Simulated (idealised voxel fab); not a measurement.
The name of this process module is voxel gate over fins.
The width of the displayed cross-section, cut, is 300 nm; its cells are square, with a size of 5 nm.
If you're reading a cross-section in this doc, picture square cells in a grid; it comes to you as bands, top ones listed first down to the bottom, and a band can be one or more rows of cells.
Read a band's entry like this: the first values are the height of its top and the height of its bottom in nm, and what follows is the sequence of materials from left to right, each with its width in nm. Note that "blank" is empty space, and that a single material marked "throughout" reaches across the band from edge to edge.
All heights in this document are referenced to 0, defined as the level beneath which the wafer, as received, consists entirely of one material. The lowest band is not bounded below; it extends indefinitely downward and is written in the form "from 0 down".
With a width like "30->40", each row of cells in the band differs from the next by the same amount, the top row carrying the first number and the bottom row the second.
When a step is marked "remained the same", none of the cells in the cross-section changed during that step.
You'll see "Unvented cavities" listing empty spaces that have no way open to the top, as long as they're 8 cells or more; the notation is width x height at distance, where the distance is from the left edge, and all of it is in nm.
Step line, after settings: the simulator's comment on this step.
A step line may carry the setting "overlay nm", which, for steps involving a mask, states the distance by which the mask lay to the right of its intended position; negative values denote displacement to the left.
### Steps in the process plan
| 1 | RECEIVE [material Si] |
| 2 | CONFORMAL_DEP [material SiN] [thk nm 5] |
| 3 | MASKED_ETCH [tone cover] [mask id FINS] [width nm 15] [pitch nm 45] [etch materials SiN] [depth nm 5] [overlay nm 0] |
| 4 | MASKED_ETCH [tone cover] [mask id FINS] [width nm 15] [pitch nm 45] [etch materials Si] [depth nm 25] [overlay nm 0] |
| 5 | FILL_DEP [material SiO2] [thk nm 5] |
| 6 | CMP [height nm 5] |
| 7 | SELECTIVE_ETCH [etch materials SiO2] [depth nm 20] |
| 8 | STRIP [etch materials SiN] |
| 9 | CONFORMAL_DEP [material HfO2] [thk nm 5] |
| 10 | CONFORMAL_DEP [material TiN] [thk nm 5] |
| 11 | CONFORMAL_DEP [material TiAl] [thk nm 5] |
| 12 | CONFORMAL_DEP [material TiN] [thk nm 5] |
| 13 | FILL_DEP [material W] [thk nm 10] |
| 14 | CMP [height nm 25] |
| 15 | CONFORMAL_DEP [material SiCN] [thk nm 5] |
Heads up: all these wafers start the same, and what changes between them is the depth nm in step 4. The value you see in the plan is just what the first wafer got.
### The as-received cross-section of the first of several wafers corresponds to the state after step 1
- from 0 down = Si throughout
- Unvented cavities: none
### Quick look at the cross-section of the first of several wafers after step 15, which wraps up the module
- from 30 to 25 = SiCN throughout
- from 25 to 20 = W throughout
- from 20 to 15 = W: 100  TiN: 100  W: 100
- from 15 to 10 = W: 100  TiN: 5  TiAl: 90  TiN: 5  W: 100
- from 10 to 5 = W: 100  TiN: 5  TiAl: 5  TiN: 35  TiAl: 10  TiN: 35  TiAl: 5  TiN: 5  W: 100
- from 5 to 0 = TiN: 105  TiAl: 5  TiN: 5  HfO2: 25  TiN: 5  TiAl: 10  TiN: 5  HfO2: 25  TiN: 5  TiAl: 5  TiN: 105
- from 0 to -5 = TiAl: 110  TiN: 5  HfO2: 5  Si: 15  HfO2: 5  TiN: 5  TiAl: 10  TiN: 5  HfO2: 5  Si: 15  HfO2: 5  TiN: 5  TiAl: 110
- from -5 to -10 = TiN: 115  HfO2: 5  Si: 15  HfO2: 5  TiN: 20  HfO2: 5  Si: 15  HfO2: 5  TiN: 115
- from -10 to -15 = HfO2: 120  Si: 15  HfO2: 30  Si: 15  HfO2: 120
- from -15 to -25 = SiO2: 120  Si: 15  SiO2: 30  Si: 15  SiO2: 120
- from -25 down = Si throughout
- Unvented cavities: none
### Of the several wafers, the last: cross-section at the end of the module
- from 30 to 25 = SiCN throughout
- from 25 to 20 = W throughout
- from 20 to 15 = W: 100  TiN: 100  W: 100
- from 15 to 10 = W: 100  TiN: 5  TiAl: 90  TiN: 5  W: 100
- from 10 to 5 = W: 100  TiN: 5  TiAl: 5  TiN: 35  TiAl: 10  TiN: 35  TiAl: 5  TiN: 5  W: 100
- from 5 to 0 = TiN: 105  TiAl: 5  TiN: 5  HfO2: 25  TiN: 5  TiAl: 10  TiN: 5  HfO2: 25  TiN: 5  TiAl: 5  TiN: 105
- from 0 to -5 = TiAl: 110  TiN: 5  HfO2: 5  Si: 15  HfO2: 5  TiN: 5  TiAl: 10  TiN: 5  HfO2: 5  Si: 15  HfO2: 5  TiN: 5  TiAl: 110
- from -5 to -10 = TiN: 115  HfO2: 5  Si: 15  HfO2: 5  TiN: 20  HfO2: 5  Si: 15  HfO2: 5  TiN: 115
- from -10 to -15 = HfO2: 120  Si: 15  HfO2: 30  Si: 15  HfO2: 120
- from -15 to -50 = SiO2: 120  Si: 15  SiO2: 30  Si: 15  SiO2: 120
- from -50 down = Si throughout
- Unvented cavities: none
### Take any row and you have a wafer at the end of the module: how many cells of each material it has gained (+) or lost (-) since it was received, and then its closed voids
depth nm 25, +72 HfO2, -270 Si, +60 SiCN, +108 SiO2, +72 TiAl, +138 TiN, +180 W, Unvented cavities: none
depth nm 30, +72 HfO2, -324 Si, +60 SiCN, +162 SiO2, +72 TiAl, +138 TiN, +180 W, Unvented cavities: none
depth nm 35, +72 HfO2, -378 Si, +60 SiCN, +216 SiO2, +72 TiAl, +138 TiN, +180 W, Unvented cavities: none
depth nm 40, +72 HfO2, -432 Si, +60 SiCN, +270 SiO2, +72 TiAl, +138 TiN, +180 W, Unvented cavities: none
depth nm 45, +72 HfO2, -486 Si, +60 SiCN, +324 SiO2, +72 TiAl, +138 TiN, +180 W, Unvented cavities: none
depth nm 50, +72 HfO2, -540 Si, +60 SiCN, +378 SiO2, +72 TiAl, +138 TiN, +180 W, Unvented cavities: none
